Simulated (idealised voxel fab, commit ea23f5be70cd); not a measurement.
Process module heading - voxel gate over fins
Cross-sectional view cut (width: 185 nm; square cell size: 5 nm).
If you're reading a cross-section in this doc, picture square cells in a grid; it comes to you as bands, top ones listed first down to the bottom, and a band can be one or more rows of cells.
Basically the band line says how high the top is and how high the bottom is, in nm, and then what's in it from left to right, every material with its width in nm. Empty space shows up as "air", and if a single material carries "everywhere" it runs the full band edge to edge.
Heights are measured from 0, the level below which the as-received wafer is all one material; the lowest band has no bottom and continues downward, written as in "from 0 down".
When a width is written as two numbers, as in "30 to 40", the first number is the width in the top row of cells of the band and the second is the width in its bottom row, and the width changes by the same amount from each row to the next.
Reading "changes: none" for a step: not a cell of the cross-section changed in it.
If an empty space has no open way to the top and is at least 8 cells in size, "closed voids" lists it, written width x height at distance, where distance is measured from the left edge and every value is in nm.
What comes after the settings on a step's line is commentary from the simulator itself on that step.
A step line may carry the setting "overlay nm", which, for steps involving a mask, states the distance by which the mask lay to the right of its intended position; negative values denote displacement to the left.

THE PROCESS STEPS THAT WERE PLANNED ARE LISTED BELOW
1 RECEIVE, material Si
2 CONFORMAL_DEP, material SiN, thk nm 5
3 DIRECTIONAL_DEP, material aC, thk nm 10
4 PATTERN, tone cover, mask id FINS, material resist, width nm 15, pitch nm 60, thk nm 25, overlay nm 0
5 DIRECTIONAL_ETCH, etch materials aC, depth nm 10
6 STRIP, etch materials resist
7 DIRECTIONAL_ETCH, etch materials SiN, depth nm 5
8 DIRECTIONAL_ETCH, etch materials Si, depth nm 40
9 STRIP, etch materials aC
10 FILL_DEP, material SiO2, thk nm 10
11 CMP, height nm 5
12 PATTERN, tone open, mask id RAIL, material resist, width nm 15, thk nm 20, overlay nm 0
13 DIRECTIONAL_ETCH, etch materials SiO2, depth nm 40
14 STRIP, etch materials resist
15 CONFORMAL_DEP, material TiN, thk nm 5
16 FILL_DEP, material Ru, thk nm 5
17 CMP, height nm 5
18 SELECTIVE_ETCH, etch materials W Ru TiN, depth nm 30
19 FILL_DEP, material SiO2, thk nm 5
20 CMP, height nm 5
21 SELECTIVE_ETCH, etch materials SiO2, depth nm 20
22 STRIP, etch materials SiN
23 CONFORMAL_DEP, material HfO2, thk nm 5
24 CONFORMAL_DEP, material TiN, thk nm 5
25 FILL_DEP, material W, thk nm 15
26 CMP, height nm 20
27 CONFORMAL_DEP, material SiN, thk nm 10

RECEIVED-STATE CROSS-SECTION, REFLECTING COMPLETION OF STEP 1
from 0 down  Si everywhere
closed voids: none

HERE'S THE CROSS-SECTION OF THE FIRST OF OUR TWO WAFERS AT THE END OF THE MODULE - IT RAN AS PLANNED
from 30 to 20  SiN everywhere
from 20 to 10  W everywhere
from 10 to 5  W (45) | TiN (35) | W (25) | TiN (35) | W (45)
from 5 to 0  W (45) | TiN (5) | HfO2 (25) | TiN (5) | W (25) | TiN (5) | HfO2 (25) | TiN (5) | W (45)
from 0 to -5  W (45) | TiN (5) | HfO2 (5) | Si (15) | HfO2 (5) | TiN (5) | W (25) | TiN (5) | HfO2 (5) | Si (15) | HfO2 (5) | TiN (5) | W (45)
from -5 to -10  TiN (50) | HfO2 (5) | Si (15) | HfO2 (5) | TiN (35) | HfO2 (5) | Si (15) | HfO2 (5) | TiN (50)
from -10 to -15  HfO2 (55) | Si (15) | HfO2 (45) | Si (15) | HfO2 (55)
from -15 to -25  SiO2 (55) | Si (15) | SiO2 (45) | Si (15) | SiO2 (55)
from -25 to -30  SiO2 (55) | Si (15) | SiO2 (15) | TiN (5) | Ru (5) | TiN (5) | SiO2 (15) | Si (15) | SiO2 (55)
from -30 to -35  SiO2 (55) | Si (15) | SiO2 (15) | TiN (15) | SiO2 (15) | Si (15) | SiO2 (55)
from -35 to -40  SiO2 (55) | Si (15) | SiO2 (45) | Si (15) | SiO2 (55)
from -40 down  Si everywhere
closed voids: none

SO THIS IS WAFER NUMBER TWO OF THE TWO, CUT AT THE END OF THE MODULE - IT STARTED WHERE THE FIRST DID AND HAD THE SAME PLAN, WE JUST GOT ONE THING WRONG RUNNING IT
from 30 to 20  SiN everywhere
from 20 to 10  W everywhere
from 10 to 5  W (45) | TiN (40) | W (20) | TiN (40) | W (40)
from 5 to 0  W (45) | TiN (5) | HfO2 (30) | TiN (5) | W (20) | TiN (5) | HfO2 (30) | TiN (5) | W (40)
from 0 to -5  W (45) | TiN (5) | HfO2 (5) | Si (20) | HfO2 (5) | TiN (5) | W (20) | TiN (5) | HfO2 (5) | Si (20) | HfO2 (5) | TiN (5) | W (40)
from -5 to -10  TiN (50) | HfO2 (5) | Si (20) | HfO2 (5) | TiN (30) | HfO2 (5) | Si (20) | HfO2 (5) | TiN (45)
from -10 to -15  HfO2 (55) | Si (20) | HfO2 (40) | Si (20) | HfO2 (50)
from -15 to -25  SiO2 (55) | Si (20) | SiO2 (40) | Si (20) | SiO2 (50)
from -25 to -30  SiO2 (55) | Si (20) | SiO2 (10) | TiN (5) | Ru (5) | TiN (5) | SiO2 (15) | Si (20) | SiO2 (50)
from -30 to -35  SiO2 (55) | Si (20) | SiO2 (10) | TiN (15) | SiO2 (15) | Si (20) | SiO2 (50)
from -35 to -40  SiO2 (55) | Si (20) | SiO2 (40) | Si (20) | SiO2 (50)
from -40 down  Si everywhere
closed voids: none
What broke from the plan during processing? not per plan at step 4, really ran PATTERN, tone cover, mask id FINS, material resist, width nm 20, pitch nm 60, thk nm 25, overlay nm 0
Bottom line after processing is that, in cells, the second wafer is up or down on some materials versus the first: 16 more of Si; 10 fewer of SiO2; 6 fewer of W
